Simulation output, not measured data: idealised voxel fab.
This is a process module. Its name is voxel trench capacitor.
Each square cell in cross-section cut measures 5 nm, and the section as a whole is 200 nm wide.
Cross-section spec: square-cell grid; bands listed top down; each band is one or more rows.
For a band, the entry starts with two heights in nm, that of the top and then that of the bottom, and carries on with the band's materials in order from left to right, each alongside its width in nm; the word "full width" beside a single material means it fills the band edge to edge, and "empty" means empty space.
The reference from which all heights are counted is 0, the level beneath which the as-received wafer is entirely one material; the lowest band, having no lower bound, proceeds downward and is written after the example "0..down".
A two-number width, for instance "30..40", indicates that the width is equal to the first number in the top row of the band and to the second number in the bottom row, and that it changes by a constant amount per row of cells.
"no change occurred" for a step: no cell of the cross-section changed in that step.
Empty spaces counting at least 8 cells and having no open way to the top are listed in "Enclosed internal cavities". The notation width x height at distance is used for each, the distance being from the left edge and all three values in nm.
Post-settings text on a step line: simulator's own remark regarding the step.
Among the settings permitted on a step's line is "overlay nm"; applied to a step with a mask, it specifies the extent to which the mask lay to the right of its planned position, whereas a negative figure signifies a position to the left.

Here's what the planned process steps look like:
1) op RECEIVE | material Si
2) op CONFORMAL_DEP | material SiN | thk nm 5
3) op MASKED_ETCH | tone open | mask id TRENCH | width nm 15 | pitch nm 45 | etch materials SiN | depth nm 5 | overlay nm 0
4) op MASKED_ETCH | tone open | mask id TRENCH | width nm 15 | pitch nm 45 | etch materials Si | depth nm 40 | overlay nm 0
5) op CONFORMAL_DEP | material SiO2 | thk nm 5
6) op FILL_DEP | material polySi | thk nm 5
7) op CMP | height nm 5

Cross-section, incoming material, after step 1:
0..down | Si full width
Enclosed internal cavities: none

Look at the cross-section after the module: the wafer started out the way shown above and the plan was the one shown above, yet one mistake was made along the way:
5..0 | polySi: 45 / SiO2: 5 / polySi: 5 / SiO2: 5 / polySi: 30 / SiO2: 5 / polySi: 5 / SiO2: 5 / polySi: 30 / SiO2: 5 / polySi: 5 / SiO2: 5 / polySi: 50
0..-30 | Si: 45 / SiO2: 5 / polySi: 5 / SiO2: 5 / Si: 30 / SiO2: 5 / polySi: 5 / SiO2: 5 / Si: 30 / SiO2: 5 / polySi: 5 / SiO2: 5 / Si: 50
-30..-35 | Si: 45 / SiO2: 15 / Si: 30 / SiO2: 15 / Si: 30 / SiO2: 15 / Si: 50
-35..down | Si full width
Enclosed internal cavities: none
Deviation noted in wafer processing: step 2 was processed under conditions differing from the plan, specifically as op CONFORMAL_DEP | material polySi | thk nm 5
